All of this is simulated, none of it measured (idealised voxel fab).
Process module, titled voxel gate over fins
Pictured: cross-section cut, 230 nm wide, on a grid of 5 nm square cells.
Think of the cross-section as a grid of square cells. We describe it in bands, top to bottom, and each band covers one or more rows of those cells.
Band entry format. Leading values: height of top, height of bottom, nm. Remainder: materials in left-to-right order, each with its width in nm. Special words: "all across" on a single material, which then fills the band edge to edge; "air", empty space.
Heights are reckoned from 0. Under this level, the received wafer is all of one material. The bottommost band is open-ended downward, for example "0 down".
When a width is written as two numbers, as in "30->40", the first number is the width in the top row of cells of the band and the second is the width in its bottom row, and the width changes by the same amount from each row to the next.
Given "nothing got changed" for a step, no cell of the cross-section differs between before and after that step.
Heads up: "Enclosed void catalog" only lists the empty pockets with no open path to the top that are 8 cells or more, and it writes them as width x height at distance, distance from the left edge, in nm.
On a step's line, text after the settings is the simulator commenting on that step.
When a step includes a mask, the "overlay nm" setting on its line states how far to the right of its planned place that mask lay, and negative values state how far to the left.

-- This section lists the process steps that were planned
1: RECEIVE | material Si
2: CONFORMAL_DEP | material SiN | thk nm 5
3: PATTERN | tone cover | mask id FINS | material resist | width nm 15 | pitch nm 60 | thk nm 20 | overlay nm 0
4: DIRECTIONAL_ETCH | etch materials SiN | depth nm 5
5: DIRECTIONAL_ETCH | etch materials Si | depth nm 35
6: STRIP | etch materials resist
7: OXIDIZE | depth nm 5
8: FILL_DEP | material SiO2 | thk nm 15
9: CMP | height nm 5
10: PATTERN | tone open | mask id RAIL | material resist | width nm 15 | thk nm 20 | overlay nm 0
11: DIRECTIONAL_ETCH | etch materials SiO2 | depth nm 35
12: STRIP | etch materials resist
13: CONFORMAL_DEP | material TiN | thk nm 5
14: FILL_DEP | material Ru | thk nm 10
15: CMP | height nm 5
16: SELECTIVE_ETCH | etch materials W Ru TiN | depth nm 30
17: FILL_DEP | material SiO2 | thk nm 5
18: CMP | height nm 5
19: SELECTIVE_ETCH | etch materials SiO2 | depth nm 20
20: STRIP | etch materials SiN
21: CONFORMAL_DEP | material HfO2 | thk nm 5
22: CONFORMAL_DEP | material TiN | thk nm 5
23: CONFORMAL_DEP | material TiAl | thk nm 5
24: CONFORMAL_DEP | material TiN | thk nm 5
25: FILL_DEP | material W | thk nm 15
26: CMP | height nm 30
27: CONFORMAL_DEP | material SiN | thk nm 10

-- Cross-section, incoming material, after step 1
  0 down = Si all across
  Enclosed void catalog: none

-- Module complete - cross-section of the first of two wafers, run according to plan
  40 to 30 = SiN all across
  30 to 20 = W all across
  20 to 15 = W: 60  TiN: 45  W: 15  TiN: 45  W: 65
  15 to 10 = W: 60  TiN: 5  TiAl: 35  TiN: 5  W: 15  TiN: 5  TiAl: 35  TiN: 5  W: 65
  10 to 5 = W: 60  TiN: 5  TiAl: 5  TiN: 25  TiAl: 5  TiN: 5  W: 15  TiN: 5  TiAl: 5  TiN: 25  TiAl: 5  TiN: 5  W: 65
  5 to 0 = TiN: 65  TiAl: 5  TiN: 5  HfO2: 15  TiN: 5  TiAl: 5  TiN: 25  TiAl: 5  TiN: 5  HfO2: 15  TiN: 5  TiAl: 5  TiN: 70
  0 to -5 = TiAl: 70  TiN: 5  HfO2: 5  Si: 5  HfO2: 5  TiN: 5  TiAl: 35  TiN: 5  HfO2: 5  Si: 5  HfO2: 5  TiN: 5  TiAl: 75
  -5 to -10 = TiN: 75  HfO2: 5  Si: 5  HfO2: 5  TiN: 45  HfO2: 5  Si: 5  HfO2: 5  TiN: 80
  -10 to -15 = HfO2: 80  Si: 5  HfO2: 55  Si: 5  HfO2: 85
  -15 to -25 = SiO2: 80  Si: 5  SiO2: 55  Si: 5  SiO2: 85
  -25 to -30 = SiO2: 80  Si: 5  SiO2: 20  TiN: 15  SiO2: 20  Si: 5  SiO2: 85
  -30 to -40 = SiO2: 80  Si: 5  SiO2: 55  Si: 5  SiO2: 85
  -40 down = Si all across
  Enclosed void catalog: none

-- Cross-section, wafer two of two, end of module: same start and plan as wafer one, one error in execution
  40 to 30 = SiN all across
  30 to 20 = W all across
  20 to 15 = W: 60  TiN: 45  W: 15  TiN: 45  W: 65
  15 to 10 = W: 60  TiN: 5  TiAl: 35  TiN: 5  W: 15  TiN: 5  TiAl: 35  TiN: 5  W: 65
  10 to 5 = W: 60  TiN: 5  TiAl: 5  TiN: 25  TiAl: 5  TiN: 25  TiAl: 5  TiN: 25  TiAl: 5  TiN: 5  W: 65
  5 to 0 = TiN: 65  TiAl: 5  TiN: 5  HfO2: 15  TiN: 5  TiAl: 35  TiN: 5  HfO2: 15  TiN: 5  TiAl: 5  TiN: 70
  0 to -5 = TiAl: 70  TiN: 5  HfO2: 5  Si: 5  HfO2: 5  TiN: 45  HfO2: 5  Si: 5  HfO2: 5  TiN: 5  TiAl: 75
  -5 to -10 = TiN: 75  HfO2: 5  Si: 5  HfO2: 5  TiN: 10  HfO2: 25  TiN: 10  HfO2: 5  Si: 5  HfO2: 5  TiN: 80
  -10 to -15 = HfO2: 80  Si: 5  HfO2: 20  TiN: 5  Ru: 5  TiN: 5  HfO2: 20  Si: 5  HfO2: 85
  -15 to -25 = SiO2: 80  Si: 5  SiO2: 20  TiN: 5  Ru: 5  TiN: 5  SiO2: 20  Si: 5  SiO2: 85
  -25 to -30 = SiO2: 80  Si: 5  SiO2: 20  TiN: 15  SiO2: 20  Si: 5  SiO2: 85
  -30 to -40 = SiO2: 80  Si: 5  SiO2: 55  Si: 5  SiO2: 85
  -40 down = Si all across
  Enclosed void catalog: none
What was done differently from what was planned? the run left out plan step 15 entirely, so it was never executed
In the final state, the cell counts of the second wafer exceed or fall short of those of the first for the following materials: HfO2 +2 | Ru +3 | SiO2 -6 | TiAl -2 | TiN +6 | W -3
